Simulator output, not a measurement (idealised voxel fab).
Proc. module: voxel released beams
Each square cell in cross-section cut measures 5 nm, and the section as a whole is 275 nm wide.
Cross-section format: a grid of square cells, given as bands from top to bottom; each band is one or more rows of cells.
Top, bottom (nm), then materials left to right with widths (nm); lone material tagged "throughout" fills the whole band edge to edge; "air" = empty space.
It should be noted that heights are counted from 0, beneath which the wafer as supplied is of one material throughout, and that the lowest band possesses no lower boundary but continues downward, as written in "0 down".
Think of "30 to 40" as a width that walks from the first number to the second as you go down the band, top row to bottom row, taking equal-sized steps from row to row.
Where a step carries "nothing was modified", the cross-section came out of it unchanged, cell for cell.
In "Enclosed void listing" the enclosed voids are listed, meaning empty spaces of 8 cells or larger without any opening to the top. The form is width x height at distance, distance from the left edge, units nm.
If you see something after the settings on a step's line, that's the simulator's own remark about that step.
The optional step-line setting "overlay nm" applies to steps with a mask and quantifies how far to the right of its planned location the mask lay, a negative value indicating leftward placement.

# List of planned process steps
1,op RECEIVE | material Si
2,op CONFORMAL_DEP | material Al2O3 | thk nm 10
3,op DIRECTIONAL_DEP | material SiO2 | thk nm 15
4,op MASKED_ETCH | tone open | mask id ANCHOR | width nm 25 | etch materials SiO2 | depth nm 15 | overlay nm 0
5,op CONFORMAL_DEP | material SiN | thk nm 10
6,op MASKED_ETCH | tone cover | mask id BEAM | width nm 105 | etch materials SiN | depth nm 10 | overlay nm 0
7,op STRIP | etch materials SiO2

# The first wafer of two, processed as planned

# Cross-section of the wafer upon arrival, representing the state reached after step 1
* 0 down | Si throughout
* Enclosed void listing: none

# Cross-section of the wafer after step 2
* 10 to 0 | Al2O3 throughout
* For the remainder of the cross-section, below 0, there is no change.

# Cross-section of the wafer after step 3
* 25 to 10 | SiO2 throughout
* For the remainder of the cross-section, below 10, there is no change.

# Cross-section of the wafer after step 4
* 25 to 10 | SiO2=85, air=25, SiO2=165
* For the remainder of the cross-section, below 10, there is no change.

# Cross-section of the wafer after step 5
* 35 to 25 | SiN=95, air=5, SiN=175
* 25 to 20 | SiO2=85, SiN=10, air=5, SiN=10, SiO2=165
* 20 to 10 | SiO2=85, SiN=25, SiO2=165
* For the remainder of the cross-section, below 10, there is no change.

# Cross-section of the wafer after step 6
* 35 to 25 | air=80, SiN=15, air=5, SiN=85, air=90
* For the remainder of the cross-section, below 25, there is no change.

# Cross-section of the wafer after step 7
* 35 to 25 | air=80, SiN=15, air=5, SiN=85, air=90
* 25 to 20 | air=85, SiN=10, air=5, SiN=10, air=165
* 20 to 10 | air=85, SiN=25, air=165
* For the remainder of the cross-section, below 10, there is no change.

# Second wafer, same starting state and plan as the first, one mistake in the run, identical through step 3

# Second wafer: cross-section at the scheduled end of step 4
* 25 to 10 | SiO2=85, air=25, SiO2=165
* For the remainder of the cross-section, below 10, there is no change.

# Second wafer: cross-section at the scheduled end of step 5
* 35 to 25 | SiN=95, air=5, SiN=175
* 25 to 20 | SiO2=85, SiN=10, air=5, SiN=10, SiO2=165
* 20 to 10 | SiO2=85, SiN=25, SiO2=165
* For the remainder of the cross-section, below 10, there is no change.

# Second wafer: cross-section at the scheduled end of step 6
* 35 to 25 | air=80, SiN=15, air=5, SiN=85, air=90
* For the remainder of the cross-section, below 25, there is no change.

# Second wafer: cross-section at the scheduled end of step 7
* 35 to 25 | air=80, SiN=15, air=5, SiN=85, air=90
* 25 to 20 | air=85, SiN=10, air=5, SiN=10, air=165
* 20 to 10 | air=85, SiN=25, air=165
* For the remainder of the cross-section, below 10, there is no change.
Want to know what went wrong? step 4, plan: ran twice
Honestly, by the end the two wafers have the same cross-section, so the mistake just doesn't show up in what this model computes.
